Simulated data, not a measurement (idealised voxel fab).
voxel gate over fins: a process module
It is cross-section cut that appears here, measuring 295 nm in width, its square cells being 5 nm in size.
Cross-section spec: square-cell grid; bands listed top down; each band is one or more rows.
The band entry comprises the height of the band's top followed by the height of its bottom, expressed in nm, and subsequently the band's materials from left to right, each stated together with its width in nm. Where a single material is marked with the word "everywhere", that material fills the band from edge to edge. The word "air" represents empty space.
For the purposes of this specification, 0 denotes the height below which the wafer in its as-received condition is composed wholly of one material, and the lowermost band, lacking a lower limit, extends downward without end, as expressed in "0 down".
It should be noted that a width expressed as "30..40" varies in equal increments from row to row of cells within the band, taking the value of the first number at the top row and that of the second number at the bottom row.
"no change", as given for a step, is the statement that not any cell of the cross-section underwent a change during that step.
The entry "Encapsulated voids" lists the empty spaces that cover at least 8 cells and have no open path to the top. Each is written as width x height at distance, where the distance is measured from the left edge and all three values are in nm.
On each step's line, the part that comes after the settings is the simulator's own comment on the step.
overlay nm: where the mask lay relative to plan, measured to the right, on steps with a mask; negatives go left.
### Listed below are the process steps as planned
1) RECEIVE [material Si]
2) CONFORMAL_DEP [material SiN] [thk nm 10]
3) DIRECTIONAL_DEP [material aC] [thk nm 15]
4) PATTERN [tone cover] [mask id FINS] [material resist] [width nm 15] [pitch nm 35] [thk nm 35] [overlay nm 0]
5) DIRECTIONAL_ETCH [etch materials aC] [depth nm 15]
6) STRIP [etch materials resist]
7) DIRECTIONAL_ETCH [etch materials SiN] [depth nm 10]
8) DIRECTIONAL_ETCH [etch materials Si] [depth nm 40]
9) STRIP [etch materials aC]
10) FILL_DEP [material SiO2] [thk nm 10]
11) CMP [height nm 10]
12) SELECTIVE_ETCH [etch materials SiO2] [depth nm 20]
13) STRIP [etch materials SiN]
14) CONFORMAL_DEP [material HfO2] [thk nm 5]
15) CONFORMAL_DEP [material TiN] [thk nm 5]
16) CONFORMAL_DEP [material TiAl] [thk nm 5]
17) CONFORMAL_DEP [material TiN] [thk nm 5]
18) FILL_DEP [material W] [thk nm 15]
19) CMP [height nm 30]
20) CONFORMAL_DEP [material SiCN] [thk nm 5]
### Cross-section, incoming material, after step 1
  0 down  Si everywhere
  Encapsulated voids: none
### Here's the cross-section of the first of our two wafers at the end of the module - it ran as planned
  35 to 30  SiCN everywhere
  30 to 20  W everywhere
  20 to 15  100 nm W  90 nm TiN  105 nm W
  15 to 10  100 nm W  5 nm TiN  80 nm TiAl  5 nm TiN  105 nm W
  10 to 5  105 nm TiN  5 nm TiAl  70 nm TiN  5 nm TiAl  110 nm TiN
  5 to 0  110 nm TiAl  5 nm TiN  25 nm HfO2  10 nm TiN  25 nm HfO2  5 nm TiN  115 nm TiAl
  0 to -5  115 nm TiN  5 nm HfO2  15 nm Si  5 nm HfO2  10 nm TiN  5 nm HfO2  15 nm Si  5 nm HfO2  120 nm TiN
  -5 to -10  120 nm HfO2  15 nm Si  20 nm HfO2  15 nm Si  125 nm HfO2
  -10 to -40  120 nm SiO2  15 nm Si  20 nm SiO2  15 nm Si  125 nm SiO2
  -40 down  Si everywhere
  Encapsulated voids: none
### Here is the second of the two wafers cut open at the end of the module - same start, same plan as the first one, but we made one mistake running it
  35 to 30  SiCN everywhere
  30 to 20  W everywhere
  20 to 15  100 nm W  95 nm TiN  100 nm W
  15 to 10  100 nm W  5 nm TiN  85 nm TiAl  5 nm TiN  100 nm W
  10 to 5  105 nm TiN  5 nm TiAl  75 nm TiN  5 nm TiAl  105 nm TiN
  5 to 0  110 nm TiAl  5 nm TiN  30 nm HfO2  5 nm TiN  30 nm HfO2  5 nm TiN  110 nm TiAl
  0 to -5  115 nm TiN  5 nm HfO2  20 nm Si  5 nm HfO2  5 nm TiN  5 nm HfO2  20 nm Si  5 nm HfO2  115 nm TiN
  -5 to -10  120 nm HfO2  20 nm Si  15 nm HfO2  20 nm Si  120 nm HfO2
  -10 to -40  120 nm SiO2  20 nm Si  15 nm SiO2  20 nm Si  120 nm SiO2
  -40 down  Si everywhere
  Encapsulated voids: none
Heads up, the wafer didn't run the way we planned it: step 4 changed vs plan, executed as PATTERN [tone cover] [mask id FINS] [material resist] [width nm 20] [pitch nm 35] [thk nm 35] [overlay nm 0]
Looking at both finished wafers in cells, the second ends up ahead of or behind the first on some materials: +16 Si | -12 SiO2 | -2 TiN | -2 W
